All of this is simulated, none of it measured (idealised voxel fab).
Documented hereafter: the process module known as voxel quadruple lines.
The cross-section on display is named cut; it measures 300 nm wide, and its cells are 5 nm squares.
Format of a cross-section: grid, square cells. Given as bands. Order: top down. Band: one or more rows of cells.
For a band, the entry starts with two heights in nm, that of the top and then that of the bottom, and carries on with the band's materials in order from left to right, each alongside its width in nm; the word "edge to edge" beside a single material means it fills the band edge to edge, and "empty" means empty space.
Heads up on the height convention: 0 is the point under which the incoming wafer is all one material, and the lowest band has no bottom, it just keeps going down, like "0 and below".
Width spec "30 to 40" -> top row of cells at first value, bottom row at second value, equal per-row change in between.
Step marked "no alterations made"? Then no cell in the cross-section changed in it.
Closed-off voids of 8+ cells (no open route to the top) go in "Enclosed void entries", written width x height at distance from the left edge, in nm.
That trailing text on a step's line, after the settings, is the simulator's own remark on the step.
The "overlay nm" setting may appear on a step's line; for a step that uses a mask, it gives how far to the right of its planned position the mask lay, and a negative value indicates the left.
Note on reading: below, each pair holds a cross-section from before one process step and one from after it; the one from after shows only down to the lowest band that changed. Beneath the pair, the step in between is stated along with its settings. The pairs can stem from different runs of this module on the same starting wafer. Where a pair's entry headed "Pre-step geometry" says so, and only there, that pair continues from the pair above it.
PRE-STEP GEOMETRY
  0 and below = Si edge to edge
  Enclosed void entries: none
CROSS-SECTION THEREAFTER
  5 down to 0 = Al2O3 edge to edge
  Under 0: no change, same as before.
  Enclosed void entries: none
The two cross-sections above are separated by a single process step, namely CONFORMAL_DEP,material Al2O3,thk nm 5
Pre-step geometry: = after-state of the pair above.
CROSS-SECTION THEREAFTER
  15 down to 5 = W edge to edge
  Under 5: no change, same as before.
  Enclosed void entries: none
The two cross-sections above are separated by a single process step, namely DIRECTIONAL_DEP,material W,thk nm 10
Pre-step geometry: = after-state of the pair above.
CROSS-SECTION THEREAFTER
  30 down to 15 = polySi edge to edge
  Under 15: no change, same as before.
  Enclosed void entries: none
The two cross-sections above are separated by a single process step, namely DIRECTIONAL_DEP,material polySi,thk nm 15
Pre-step geometry: = after-state of the pair above.
CROSS-SECTION THEREAFTER
  55 down to 30 = aC edge to edge
  Under 30: no change, same as before.
  Enclosed void entries: none
The two cross-sections above are separated by a single process step, namely DIRECTIONAL_DEP,material aC,thk nm 25
Pre-step geometry: = after-state of the pair above.
CROSS-SECTION THEREAFTER
  90 down to 55 = empty: 130  resist: 35  empty: 135
  Under 55: no change, same as before.
  Enclosed void entries: none
The two cross-sections above are separated by a single process step, namely PATTERN,tone cover,mask id MANDREL,material resist,width nm 35,thk nm 35,overlay nm 0
Pre-step geometry: = after-state of the pair above.
CROSS-SECTION THEREAFTER
  65 down to 55 = empty: 130  resist: 35  empty: 135
  55 down to 30 = empty: 130  aC: 35  empty: 135
  Under 30: no change, same as before.
  Enclosed void entries: none
The two cross-sections above are separated by a single process step, namely DIRECTIONAL_ETCH,etch materials aC,depth nm 25
Pre-step geometry: = after-state of the pair above.
CROSS-SECTION THEREAFTER
  55 down to 30 = empty: 130  aC: 35  empty: 135
  Under 30: no change, same as before.
  Enclosed void entries: none
The two cross-sections above are separated by a single process step, namely STRIP,etch materials resist
Pre-step geometry: = after-state of the pair above.
CROSS-SECTION THEREAFTER
  70 down to 55 = empty: 115  SiO2: 65  empty: 120
  55 down to 45 = empty: 115  SiO2: 15  aC: 35  SiO2: 15  empty: 120
  45 down to 30 = SiO2: 130  aC: 35  SiO2: 135
  Under 30: no change, same as before.
  Enclosed void entries: none
The two cross-sections above are separated by a single process step, namely CONFORMAL_DEP,material SiO2,thk nm 15
Pre-step geometry: = after-state of the pair above.
CROSS-SECTION THEREAFTER
  55 down to 30 = empty: 115  SiO2: 15  aC: 35  SiO2: 15  empty: 120
  Under 30: no change, same as before.
  Enclosed void entries: none
The two cross-sections above are separated by a single process step, namely DIRECTIONAL_ETCH,etch materials SiO2,depth nm 15
Pre-step geometry: = after-state of the pair above.
CROSS-SECTION THEREAFTER
  55 down to 30 = empty: 115  SiO2: 15  empty: 35  SiO2: 15  empty: 120
  Under 30: no change, same as before.
  Enclosed void entries: none
The two cross-sections above are separated by a single process step, namely STRIP,etch materials aC
Pre-step geometry: = after-state of the pair above.
CROSS-SECTION THEREAFTER
  55 down to 30 = empty: 115  SiO2: 15  empty: 35  SiO2: 15  empty: 120
  30 down to 15 = empty: 115  polySi: 15  empty: 35  polySi: 15  empty: 120
  Under 15: no change, same as before.
  Enclosed void entries: none
The two cross-sections above are separated by a single process step, namely DIRECTIONAL_ETCH,etch materials polySi,depth nm 15
Pre-step geometry: = after-state of the pair above.
CROSS-SECTION THEREAFTER
  30 down to 15 = empty: 115  polySi: 15  empty: 35  polySi: 15  empty: 120
  Under 15: no change, same as before.
  Enclosed void entries: none
The two cross-sections above are separated by a single process step, namely STRIP,etch materials SiO2
Pre-step geometry: = after-state of the pair above.
CROSS-SECTION THEREAFTER
  40 down to 30 = empty: 105  SiN: 35  empty: 15  SiN: 35  empty: 110
  30 down to 25 = empty: 105  SiN: 10  polySi: 15  SiN: 10  empty: 15  SiN: 10  polySi: 15  SiN: 10  empty: 110
  25 down to 15 = SiN: 115  polySi: 15  SiN: 35  polySi: 15  SiN: 120
  Under 15: no change, same as before.
  Enclosed void entries: none
The two cross-sections above are separated by a single process step, namely CONFORMAL_DEP,material SiN,thk nm 10
Pre-step geometry: = after-state of the pair above.
CROSS-SECTION THEREAFTER
  30 down to 15 = empty: 105  SiN: 10  polySi: 15  SiN: 10  empty: 15  SiN: 10  polySi: 15  SiN: 10  empty: 110
  Under 15: no change, same as before.
  Enclosed void entries: none
The two cross-sections above are separated by a single process step, namely DIRECTIONAL_ETCH,etch materials SiN,depth nm 10
Pre-step geometry: = after-state of the pair above.
CROSS-SECTION THEREAFTER
  30 down to 15 = empty: 105  SiN: 10  empty: 15  SiN: 10  empty: 15  SiN: 10  empty: 15  SiN: 10  empty: 110
  Under 15: no change, same as before.
  Enclosed void entries: none
The two cross-sections above are separated by a single process step, namely STRIP,etch materials polySi
Pre-step geometry: = after-state of the pair above.
CROSS-SECTION THEREAFTER
  30 down to 15 = empty: 105  SiN: 10  empty: 15  SiN: 10  empty: 15  SiN: 10  empty: 15  SiN: 10  empty: 110
  15 down to 5 = empty: 105  W: 10  empty: 15  W: 10  empty: 15  W: 10  empty: 15  W: 10  empty: 110
  Under 5: no change, same as before.
  Enclosed void entries: none
The two cross-sections above are separated by a single process step, namely DIRECTIONAL_ETCH,etch materials W,depth nm 10
Pre-step geometry: = after-state of the pair above.
CROSS-SECTION THEREAFTER
  15 down to 5 = empty: 105  W: 10  empty: 15  W: 10  empty: 15  W: 10  empty: 15  W: 10  empty: 110
  Under 5: no change, same as before.
  Enclosed void entries: none
The two cross-sections above are separated by a single process step, namely STRIP,etch materials SiN
PRE-STEP GEOMETRY
  0 and below = Si edge to edge
  Enclosed void entries: none
CROSS-SECTION THEREAFTER
  10 down to 0 = W edge to edge
  Under 0: no change, same as before.
  Enclosed void entries: none
The two cross-sections above are separated by a single process step, namely DIRECTIONAL_DEP,material W,thk nm 10
Pre-step geometry: = after-state of the pair above.
CROSS-SECTION THEREAFTER
  25 down to 10 = polySi edge to edge
  Under 10: no change, same as before.
  Enclosed void entries: none
The two cross-sections above are separated by a single process step, namely DIRECTIONAL_DEP,material polySi,thk nm 15
Pre-step geometry: = after-state of the pair above.
CROSS-SECTION THEREAFTER
  50 down to 25 = aC edge to edge
  Under 25: no change, same as before.
  Enclosed void entries: none
The two cross-sections above are separated by a single process step, namely DIRECTIONAL_DEP,material aC,thk nm 25
Pre-step geometry: = after-state of the pair above.
CROSS-SECTION THEREAFTER
  85 down to 50 = empty: 130  resist: 35  empty: 135
  Under 50: no change, same as before.
  Enclosed void entries: none
The two cross-sections above are separated by a single process step, namely PATTERN,tone cover,mask id MANDREL,material resist,width nm 35,thk nm 35,overlay nm 0
Pre-step geometry: = after-state of the pair above.
CROSS-SECTION THEREAFTER
  60 down to 50 = empty: 130  resist: 35  empty: 135
  50 down to 25 = empty: 130  aC: 35  empty: 135
  Under 25: no change, same as before.
  Enclosed void entries: none
The two cross-sections above are separated by a single process step, namely DIRECTIONAL_ETCH,etch materials aC,depth nm 25
Pre-step geometry: = after-state of the pair above.
CROSS-SECTION THEREAFTER
  50 down to 25 = empty: 130  aC: 35  empty: 135
  Under 25: no change, same as before.
  Enclosed void entries: none
The two cross-sections above are separated by a single process step, namely STRIP,etch materials resist
Pre-step geometry: = after-state of the pair above.
CROSS-SECTION THEREAFTER
  65 down to 50 = empty: 115  SiO2: 65  empty: 120
  50 down to 40 = empty: 115  SiO2: 15  aC: 35  SiO2: 15  empty: 120
  40 down to 25 = SiO2: 130  aC: 35  SiO2: 135
  Under 25: no change, same as before.
  Enclosed void entries: none
The two cross-sections above are separated by a single process step, namely CONFORMAL_DEP,material SiO2,thk nm 15
Pre-step geometry: = after-state of the pair above.
CROSS-SECTION THEREAFTER
  50 down to 25 = empty: 115  SiO2: 15  aC: 35  SiO2: 15  empty: 120
  Under 25: no change, same as before.
  Enclosed void entries: none
The two cross-sections above are separated by a single process step, namely DIRECTIONAL_ETCH,etch materials SiO2,depth nm 15
Pre-step geometry: = after-state of the pair above.
CROSS-SECTION THEREAFTER
  50 down to 25 = empty: 115  SiO2: 15  empty: 35  SiO2: 15  empty: 120
  Under 25: no change, same as before.
  Enclosed void entries: none
The two cross-sections above are separated by a single process step, namely STRIP,etch materials aC
Pre-step geometry: = after-state of the pair above.
CROSS-SECTION THEREAFTER
  50 down to 25 = empty: 115  SiO2: 15  empty: 35  SiO2: 15  empty: 120
  25 down to 10 = empty: 115  polySi: 15  empty: 35  polySi: 15  empty: 120
  Under 10: no change, same as before.
  Enclosed void entries: none
The two cross-sections above are separated by a single process step, namely DIRECTIONAL_ETCH,etch materials polySi,depth nm 15
Pre-step geometry: = after-state of the pair above.
CROSS-SECTION THEREAFTER
  25 down to 10 = empty: 115  polySi: 15  empty: 35  polySi: 15  empty: 120
  Under 10: no change, same as before.
  Enclosed void entries: none
The two cross-sections above are separated by a single process step, namely STRIP,etch materials SiO2
Pre-step geometry: = after-state of the pair above.
CROSS-SECTION THEREAFTER
  35 down to 25 = empty: 105  SiN: 35  empty: 15  SiN: 35  empty: 110
  25 down to 20 = empty: 105  SiN: 10  polySi: 15  SiN: 10  empty: 15  SiN: 10  polySi: 15  SiN: 10  empty: 110
  20 down to 10 = SiN: 115  polySi: 15  SiN: 35  polySi: 15  SiN: 120
  Under 10: no change, same as before.
  Enclosed void entries: none
The two cross-sections above are separated by a single process step, namely CONFORMAL_DEP,material SiN,thk nm 10
Pre-step geometry: = after-state of the pair above.
CROSS-SECTION THEREAFTER
  25 down to 10 = empty: 105  SiN: 10  polySi: 15  SiN: 10  empty: 15  SiN: 10  polySi: 15  SiN: 10  empty: 110
  Under 10: no change, same as before.
  Enclosed void entries: none
The two cross-sections above are separated by a single process step, namely DIRECTIONAL_ETCH,etch materials SiN,depth nm 10
Pre-step geometry: = after-state of the pair above.
CROSS-SECTION THEREAFTER
  25 down to 10 = empty: 105  SiN: 10  empty: 15  SiN: 10  empty: 15  SiN: 10  empty: 15  SiN: 10  empty: 110
  Under 10: no change, same as before.
  Enclosed void entries: none
The two cross-sections above are separated by a single process step, namely STRIP,etch materials polySi
Pre-step geometry: = after-state of the pair above.
CROSS-SECTION THEREAFTER
  25 down to 10 = empty: 105  SiN: 10  empty: 15  SiN: 10  empty: 15  SiN: 10  empty: 15  SiN: 10  empty: 110
  10 down to 0 = empty: 105  W: 10  empty: 15  W: 10  empty: 15  W: 10  empty: 15  W: 10  empty: 110
  Under 0: no change, same as before.
  Enclosed void entries: none
The two cross-sections above are separated by a single process step, namely DIRECTIONAL_ETCH,etch materials W,depth nm 10
Pre-step geometry: = after-state of the pair above.
CROSS-SECTION THEREAFTER
  10 down to 0 = empty: 105  W: 10  empty: 15  W: 10  empty: 15  W: 10  empty: 15  W: 10  empty: 110
  Under 0: no change, same as before.
  Enclosed void entries: none
The two cross-sections above are separated by a single process step, namely STRIP,etch materials SiN
PRE-STEP GEOMETRY
  10 down to 0 = W edge to edge
  0 and below = Si edge to edge
  Enclosed void entries: none
CROSS-SECTION THEREAFTER
  15 down to 10 = Al2O3 edge to edge
  Under 10: no change, same as before.
  Enclosed void entries: none
The two cross-sections above are separated by a single process step, namely CONFORMAL_DEP,material Al2O3,thk nm 5
Pre-step geometry: = after-state of the pair above.
CROSS-SECTION THEREAFTER
  30 down to 15 = polySi edge to edge
  Under 15: no change, same as before.
  Enclosed void entries: none
The two cross-sections above are separated by a single process step, namely DIRECTIONAL_DEP,material polySi,thk nm 15
Pre-step geometry: = after-state of the pair above.
CROSS-SECTION THEREAFTER
  55 down to 30 = aC edge to edge
  Under 30: no change, same as before.
  Enclosed void entries: none
The two cross-sections above are separated by a single process step, namely DIRECTIONAL_DEP,material aC,thk nm 25
Pre-step geometry: = after-state of the pair above.
CROSS-SECTION THEREAFTER
  90 down to 55 = empty: 130  resist: 35  empty: 135
  Under 55: no change, same as before.
  Enclosed void entries: none
The two cross-sections above are separated by a single process step, namely PATTERN,tone cover,mask id MANDREL,material resist,width nm 35,thk nm 35,overlay nm 0
Pre-step geometry: = after-state of the pair above.
CROSS-SECTION THEREAFTER
  65 down to 55 = empty: 130  resist: 35  empty: 135
  55 down to 30 = empty: 130  aC: 35  empty: 135
  Under 30: no change, same as before.
  Enclosed void entries: none
The two cross-sections above are separated by a single process step, namely DIRECTIONAL_ETCH,etch materials aC,depth nm 25
Pre-step geometry: = after-state of the pair above.
CROSS-SECTION THEREAFTER
  55 down to 30 = empty: 130  aC: 35  empty: 135
  Under 30: no change, same as before.
  Enclosed void entries: none
The two cross-sections above are separated by a single process step, namely STRIP,etch materials resist
Pre-step geometry: = after-state of the pair above.
CROSS-SECTION THEREAFTER
  70 down to 55 = empty: 115  SiO2: 65  empty: 120
  55 down to 45 = empty: 115  SiO2: 15  aC: 35  SiO2: 15  empty: 120
  45 down to 30 = SiO2: 130  aC: 35  SiO2: 135
  Under 30: no change, same as before.
  Enclosed void entries: none
The two cross-sections above are separated by a single process step, namely CONFORMAL_DEP,material SiO2,thk nm 15
Pre-step geometry: = after-state of the pair above.
CROSS-SECTION THEREAFTER
  55 down to 30 = empty: 115  SiO2: 15  aC: 35  SiO2: 15  empty: 120
  Under 30: no change, same as before.
  Enclosed void entries: none
The two cross-sections above are separated by a single process step, namely DIRECTIONAL_ETCH,etch materials SiO2,depth nm 15
Pre-step geometry: = after-state of the pair above.
CROSS-SECTION THEREAFTER
  55 down to 30 = empty: 115  SiO2: 15  empty: 35  SiO2: 15  empty: 120
  Under 30: no change, same as before.
  Enclosed void entries: none
The two cross-sections above are separated by a single process step, namely STRIP,etch materials aC
Pre-step geometry: = after-state of the pair above.
CROSS-SECTION THEREAFTER
  55 down to 30 = empty: 115  SiO2: 15  empty: 35  SiO2: 15  empty: 120
  30 down to 15 = empty: 115  polySi: 15  empty: 35  polySi: 15  empty: 120
  Under 15: no change, same as before.
  Enclosed void entries: none
The two cross-sections above are separated by a single process step, namely DIRECTIONAL_ETCH,etch materials polySi,depth nm 15
Pre-step geometry: = after-state of the pair above.
CROSS-SECTION THEREAFTER
  30 down to 15 = empty: 115  polySi: 15  empty: 35  polySi: 15  empty: 120
  Under 15: no change, same as before.
  Enclosed void entries: none
The two cross-sections above are separated by a single process step, namely STRIP,etch materials SiO2
Pre-step geometry: = after-state of the pair above.
CROSS-SECTION THEREAFTER
  40 down to 30 = empty: 105  SiN: 35  empty: 15  SiN: 35  empty: 110
  30 down to 25 = empty: 105  SiN: 10  polySi: 15  SiN: 10  empty: 15  SiN: 10  polySi: 15  SiN: 10  empty: 110
  25 down to 15 = SiN: 115  polySi: 15  SiN: 35  polySi: 15  SiN: 120
  Under 15: no change, same as before.
  Enclosed void entries: none
The two cross-sections above are separated by a single process step, namely CONFORMAL_DEP,material SiN,thk nm 10
Pre-step geometry: = after-state of the pair above.
CROSS-SECTION THEREAFTER
  30 down to 15 = empty: 105  SiN: 10  polySi: 15  SiN: 10  empty: 15  SiN: 10  polySi: 15  SiN: 10  empty: 110
  Under 15: no change, same as before.
  Enclosed void entries: none
The two cross-sections above are separated by a single process step, namely DIRECTIONAL_ETCH,etch materials SiN,depth nm 10
Pre-step geometry: = after-state of the pair above.
CROSS-SECTION THEREAFTER
  30 down to 15 = empty: 105  SiN: 10  empty: 15  SiN: 10  empty: 15  SiN: 10  empty: 15  SiN: 10  empty: 110
  Under 15: no change, same as before.
  Enclosed void entries: none
The two cross-sections above are separated by a single process step, namely STRIP,etch materials polySi
Pre-step geometry: = after-state of the pair above.
CROSS-SECTION THEREAFTER
  15 down to 10 = Al2O3 edge to edge
  Under 10: no change, same as before.
  Enclosed void entries: none
The two cross-sections above are separated by a single process step, namely STRIP,etch materials SiN
PRE-STEP GEOMETRY
  5 down to 0 = Al2O3 edge to edge
  0 and below = Si edge to edge
  Enclosed void entries: none
CROSS-SECTION THEREAFTER
  20 down to 5 = W edge to edge
  Under 5: no change, same as before.
  Enclosed void entries: none
The two cross-sections above are separated by a single process step, namely DIRECTIONAL_DEP,material W,thk nm 15
Pre-step geometry: = after-state of the pair above.
CROSS-SECTION THEREAFTER
  35 down to 20 = polySi edge to edge
  Under 20: no change, same as before.
  Enclosed void entries: none
The two cross-sections above are separated by a single process step, namely DIRECTIONAL_DEP,material polySi,thk nm 15
Pre-step geometry: = after-state of the pair above.
CROSS-SECTION THEREAFTER
  60 down to 35 = aC edge to edge
  Under 35: no change, same as before.
  Enclosed void entries: none
The two cross-sections above are separated by a single process step, namely DIRECTIONAL_DEP,material aC,thk nm 25
Pre-step geometry: = after-state of the pair above.
CROSS-SECTION THEREAFTER
  95 down to 60 = empty: 130  resist: 35  empty: 135
  Under 60: no change, same as before.
  Enclosed void entries: none
The two cross-sections above are separated by a single process step, namely PATTERN,tone cover,mask id MANDREL,material resist,width nm 35,thk nm 35,overlay nm 0
Pre-step geometry: = after-state of the pair above.
CROSS-SECTION THEREAFTER
  70 down to 60 = empty: 130  resist: 35  empty: 135
  60 down to 35 = empty: 130  aC: 35  empty: 135
  Under 35: no change, same as before.
  Enclosed void entries: none
The two cross-sections above are separated by a single process step, namely DIRECTIONAL_ETCH,etch materials aC,depth nm 25
Pre-step geometry: = after-state of the pair above.
CROSS-SECTION THEREAFTER
  60 down to 35 = empty: 130  aC: 35  empty: 135
  Under 35: no change, same as before.
  Enclosed void entries: none
The two cross-sections above are separated by a single process step, namely STRIP,etch materials resist
Pre-step geometry: = after-state of the pair above.
CROSS-SECTION THEREAFTER
  75 down to 60 = empty: 115  SiO2: 65  empty: 120
  60 down to 50 = empty: 115  SiO2: 15  aC: 35  SiO2: 15  empty: 120
  50 down to 35 = SiO2: 130  aC: 35  SiO2: 135
  Under 35: no change, same as before.
  Enclosed void entries: none
The two cross-sections above are separated by a single process step, namely CONFORMAL_DEP,material SiO2,thk nm 15
Pre-step geometry: = after-state of the pair above.
CROSS-SECTION THEREAFTER
  60 down to 35 = empty: 115  SiO2: 15  aC: 35  SiO2: 15  empty: 120
  Under 35: no change, same as before.
  Enclosed void entries: none
The two cross-sections above are separated by a single process step, namely DIRECTIONAL_ETCH,etch materials SiO2,depth nm 15
Pre-step geometry: = after-state of the pair above.
CROSS-SECTION THEREAFTER
  60 down to 35 = empty: 115  SiO2: 15  empty: 35  SiO2: 15  empty: 120
  Under 35: no change, same as before.
  Enclosed void entries: none
The two cross-sections above are separated by a single process step, namely STRIP,etch materials aC
Pre-step geometry: = after-state of the pair above.
CROSS-SECTION THEREAFTER
  60 down to 35 = empty: 115  SiO2: 15  empty: 35  SiO2: 15  empty: 120
  35 down to 20 = empty: 115  polySi: 15  empty: 35  polySi: 15  empty: 120
  Under 20: no change, same as before.
  Enclosed void entries: none
The two cross-sections above are separated by a single process step, namely DIRECTIONAL_ETCH,etch materials polySi,depth nm 15
Pre-step geometry: = after-state of the pair above.
CROSS-SECTION THEREAFTER
  35 down to 20 = empty: 115  polySi: 15  empty: 35  polySi: 15  empty: 120
  Under 20: no change, same as before.
  Enclosed void entries: none
The two cross-sections above are separated by a single process step, namely STRIP,etch materials SiO2
Pre-step geometry: = after-state of the pair above.
CROSS-SECTION THEREAFTER
  45 down to 35 = empty: 105  SiN: 35  empty: 15  SiN: 35  empty: 110
  35 down to 30 = empty: 105  SiN: 10  polySi: 15  SiN: 10  empty: 15  SiN: 10  polySi: 15  SiN: 10  empty: 110
  30 down to 20 = SiN: 115  polySi: 15  SiN: 35  polySi: 15  SiN: 120
  Under 20: no change, same as before.
  Enclosed void entries: none
The two cross-sections above are separated by a single process step, namely CONFORMAL_DEP,material SiN,thk nm 10
Pre-step geometry: = after-state of the pair above.
CROSS-SECTION THEREAFTER
  35 down to 20 = empty: 105  SiN: 10  polySi: 15  SiN: 10  empty: 15  SiN: 10  polySi: 15  SiN: 10  empty: 110
  Under 20: no change, same as before.
  Enclosed void entries: none
The two cross-sections above are separated by a single process step, namely DIRECTIONAL_ETCH,etch materials SiN,depth nm 10
Pre-step geometry: = after-state of the pair above.
CROSS-SECTION THEREAFTER
  35 down to 20 = empty: 105  SiN: 10  empty: 15  SiN: 10  empty: 15  SiN: 10  empty: 15  SiN: 10  empty: 110
  Under 20: no change, same as before.
  Enclosed void entries: none
The two cross-sections above are separated by a single process step, namely STRIP,etch materials polySi
Pre-step geometry: = after-state of the pair above.
CROSS-SECTION THEREAFTER
  35 down to 20 = empty: 105  SiN: 10  empty: 15  SiN: 10  empty: 15  SiN: 10  empty: 15  SiN: 10  empty: 110
  20 down to 10 = empty: 105  W: 10  empty: 15  W: 10  empty: 15  W: 10  empty: 15  W: 10  empty: 110
  Under 10: no change, same as before.
  Enclosed void entries: none
The two cross-sections above are separated by a single process step, namely DIRECTIONAL_ETCH,etch materials W,depth nm 10
Pre-step geometry: = after-state of the pair above.
CROSS-SECTION THEREAFTER
  20 down to 10 = empty: 105  W: 10  empty: 15  W: 10  empty: 15  W: 10  empty: 15  W: 10  empty: 110
  Under 10: no change, same as before.
  Enclosed void entries: none
The two cross-sections above are separated by a single process step, namely STRIP,etch materials SiN
PRE-STEP GEOMETRY
  55 down to 30 = aC edge to edge
  30 down to 15 = polySi edge to edge
  15 down to 5 = W edge to edge
  5 down to 0 = Al2O3 edge to edge
  0 and below = Si edge to edge
  Enclosed void entries: none
CROSS-SECTION THEREAFTER
  90 down to 55 = empty: 135  resist: 25  empty: 140
  Under 55: no change, same as before.
  Enclosed void entries: none
The two cross-sections above are separated by a single process step, namely PATTERN,tone cover,mask id MANDREL,material resist,width nm 25,thk nm 35,overlay nm 0
Pre-step geometry: = after-state of the pair above.
CROSS-SECTION THEREAFTER
  65 down to 55 = empty: 135  resist: 25  empty: 140
  55 down to 30 = empty: 135  aC: 25  empty: 140
  Under 30: no change, same as before.
  Enclosed void entries: none
The two cross-sections above are separated by a single process step, namely DIRECTIONAL_ETCH,etch materials aC,depth nm 25
Pre-step geometry: = after-state of the pair above.
CROSS-SECTION THEREAFTER
  55 down to 30 = empty: 135  aC: 25  empty: 140
  Under 30: no change, same as before.
  Enclosed void entries: none
The two cross-sections above are separated by a single process step, namely STRIP,etch materials resist
Pre-step geometry: = after-state of the pair above.
CROSS-SECTION THEREAFTER
  70 down to 55 = empty: 120  SiO2: 55  empty: 125
  55 down to 45 = empty: 120  SiO2: 15  aC: 25  SiO2: 15  empty: 125
  45 down to 30 = SiO2: 135  aC: 25  SiO2: 140
  Under 30: no change, same as before.
  Enclosed void entries: none
The two cross-sections above are separated by a single process step, namely CONFORMAL_DEP,material SiO2,thk nm 15
Pre-step geometry: = after-state of the pair above.
CROSS-SECTION THEREAFTER
  55 down to 30 = empty: 120  SiO2: 15  aC: 25  SiO2: 15  empty: 125
  Under 30: no change, same as before.
  Enclosed void entries: none
The two cross-sections above are separated by a single process step, namely DIRECTIONAL_ETCH,etch materials SiO2,depth nm 15
Pre-step geometry: = after-state of the pair above.
CROSS-SECTION THEREAFTER
  55 down to 30 = empty: 120  SiO2: 15  empty: 25  SiO2: 15  empty: 125
  Under 30: no change, same as before.
  Enclosed void entries: none
The two cross-sections above are separated by a single process step, namely STRIP,etch materials aC
Pre-step geometry: = after-state of the pair above.
CROSS-SECTION THEREAFTER
  55 down to 30 = empty: 120  SiO2: 15  empty: 25  SiO2: 15  empty: 125
  30 down to 15 = empty: 120  polySi: 15  empty: 25  polySi: 15  empty: 125
  Under 15: no change, same as before.
  Enclosed void entries: none
The two cross-sections above are separated by a single process step, namely DIRECTIONAL_ETCH,etch materials polySi,depth nm 15
Pre-step geometry: = after-state of the pair above.
CROSS-SECTION THEREAFTER
  30 down to 15 = empty: 120  polySi: 15  empty: 25  polySi: 15  empty: 125
  Under 15: no change, same as before.
  Enclosed void entries: none
The two cross-sections above are separated by a single process step, namely STRIP,etch materials SiO2
Pre-step geometry: = after-state of the pair above.
CROSS-SECTION THEREAFTER
  40 down to 30 = empty: 110  SiN: 35  empty: 5  SiN: 35  empty: 115
  30 down to 25 = empty: 110  SiN: 10  polySi: 15  SiN: 10  empty: 5  SiN: 10  polySi: 15  SiN: 10  empty: 115
  25 down to 15 = SiN: 120  polySi: 15  SiN: 25  polySi: 15  SiN: 125
  Under 15: no change, same as before.
  Enclosed void entries: none
The two cross-sections above are separated by a single process step, namely CONFORMAL_DEP,material SiN,thk nm 10
Pre-step geometry: = after-state of the pair above.
CROSS-SECTION THEREAFTER
  30 down to 15 = empty: 110  SiN: 10  polySi: 15  SiN: 10  empty: 5  SiN: 10  polySi: 15  SiN: 10  empty: 115
  Under 15: no change, same as before.
  Enclosed void entries: none
The two cross-sections above are separated by a single process step, namely DIRECTIONAL_ETCH,etch materials SiN,depth nm 10
Pre-step geometry: = after-state of the pair above.
CROSS-SECTION THEREAFTER
  30 down to 15 = empty: 110  SiN: 10  empty: 15  SiN: 10  empty: 5  SiN: 10  empty: 15  SiN: 10  empty: 115
  Under 15: no change, same as before.
  Enclosed void entries: none
The two cross-sections above are separated by a single process step, namely STRIP,etch materials polySi
Pre-step geometry: = after-state of the pair above.
CROSS-SECTION THEREAFTER
  30 down to 15 = empty: 110  SiN: 10  empty: 15  SiN: 10  empty: 5  SiN: 10  empty: 15  SiN: 10  empty: 115
  15 down to 5 = empty: 110  W: 10  empty: 15  W: 10  empty: 5  W: 10  empty: 15  W: 10  empty: 115
  Under 5: no change, same as before.
  Enclosed void entries: none
The two cross-sections above are separated by a single process step, namely DIRECTIONAL_ETCH,etch materials W,depth nm 10
Pre-step geometry: = after-state of the pair above.
CROSS-SECTION THEREAFTER
  15 down to 5 = empty: 110  W: 10  empty: 15  W: 10  empty: 5  W: 10  empty: 15  W: 10  empty: 115
  Under 5: no change, same as before.
  Enclosed void entries: none
The two cross-sections above are separated by a single process step, namely STRIP,etch materials SiN
PRE-STEP GEOMETRY
  55 down to 30 = aC edge to edge
  30 down to 15 = polySi edge to edge
  15 down to 5 = W edge to edge
  5 down to 0 = Al2O3 edge to edge
  0 and below = Si edge to edge
  Enclosed void entries: none
CROSS-SECTION THEREAFTER
  90 down to 55 = empty: 135  resist: 35  empty: 130
  Under 55: no change, same as before.
  Enclosed void entries: none
The two cross-sections above are separated by a single process step, namely PATTERN,tone cover,mask id MANDREL,material resist,width nm 35,thk nm 35,overlay nm 5
Pre-step geometry: = after-state of the pair above.
CROSS-SECTION THEREAFTER
  65 down to 55 = empty: 135  resist: 35  empty: 130
  55 down to 30 = empty: 135  aC: 35  empty: 130
  Under 30: no change, same as before.
  Enclosed void entries: none
The two cross-sections above are separated by a single process step, namely DIRECTIONAL_ETCH,etch materials aC,depth nm 25
Pre-step geometry: = after-state of the pair above.
CROSS-SECTION THEREAFTER
  55 down to 30 = empty: 135  aC: 35  empty: 130
  Under 30: no change, same as before.
  Enclosed void entries: none
The two cross-sections above are separated by a single process step, namely STRIP,etch materials resist
Pre-step geometry: = after-state of the pair above.
CROSS-SECTION THEREAFTER
  70 down to 55 = empty: 120  SiO2: 65  empty: 115
  55 down to 45 = empty: 120  SiO2: 15  aC: 35  SiO2: 15  empty: 115
  45 down to 30 = SiO2: 135  aC: 35  SiO2: 130
  Under 30: no change, same as before.
  Enclosed void entries: none
The two cross-sections above are separated by a single process step, namely CONFORMAL_DEP,material SiO2,thk nm 15
Pre-step geometry: = after-state of the pair above.
CROSS-SECTION THEREAFTER
  55 down to 30 = empty: 120  SiO2: 15  aC: 35  SiO2: 15  empty: 115
  Under 30: no change, same as before.
  Enclosed void entries: none
The two cross-sections above are separated by a single process step, namely DIRECTIONAL_ETCH,etch materials SiO2,depth nm 15
Pre-step geometry: = after-state of the pair above.
CROSS-SECTION THEREAFTER
  55 down to 30 = empty: 120  SiO2: 15  empty: 35  SiO2: 15  empty: 115
  Under 30: no change, same as before.
  Enclosed void entries: none
The two cross-sections above are separated by a single process step, namely STRIP,etch materials aC
Pre-step geometry: = after-state of the pair above.
CROSS-SECTION THEREAFTER
  55 down to 30 = empty: 120  SiO2: 15  empty: 35  SiO2: 15  empty: 115
  30 down to 15 = empty: 120  polySi: 15  empty: 35  polySi: 15  empty: 115
  Under 15: no change, same as before.
  Enclosed void entries: none
The two cross-sections above are separated by a single process step, namely DIRECTIONAL_ETCH,etch materials polySi,depth nm 15
Pre-step geometry: = after-state of the pair above.
CROSS-SECTION THEREAFTER
  30 down to 15 = empty: 120  polySi: 15  empty: 35  polySi: 15  empty: 115
  Under 15: no change, same as before.
  Enclosed void entries: none
The two cross-sections above are separated by a single process step, namely STRIP,etch materials SiO2
Pre-step geometry: = after-state of the pair above.
CROSS-SECTION THEREAFTER
  40 down to 30 = empty: 110  SiN: 35  empty: 15  SiN: 35  empty: 105
  30 down to 25 = empty: 110  SiN: 10  polySi: 15  SiN: 10  empty: 15  SiN: 10  polySi: 15  SiN: 10  empty: 105
  25 down to 15 = SiN: 120  polySi: 15  SiN: 35  polySi: 15  SiN: 115
  Under 15: no change, same as before.
  Enclosed void entries: none
The two cross-sections above are separated by a single process step, namely CONFORMAL_DEP,material SiN,thk nm 10
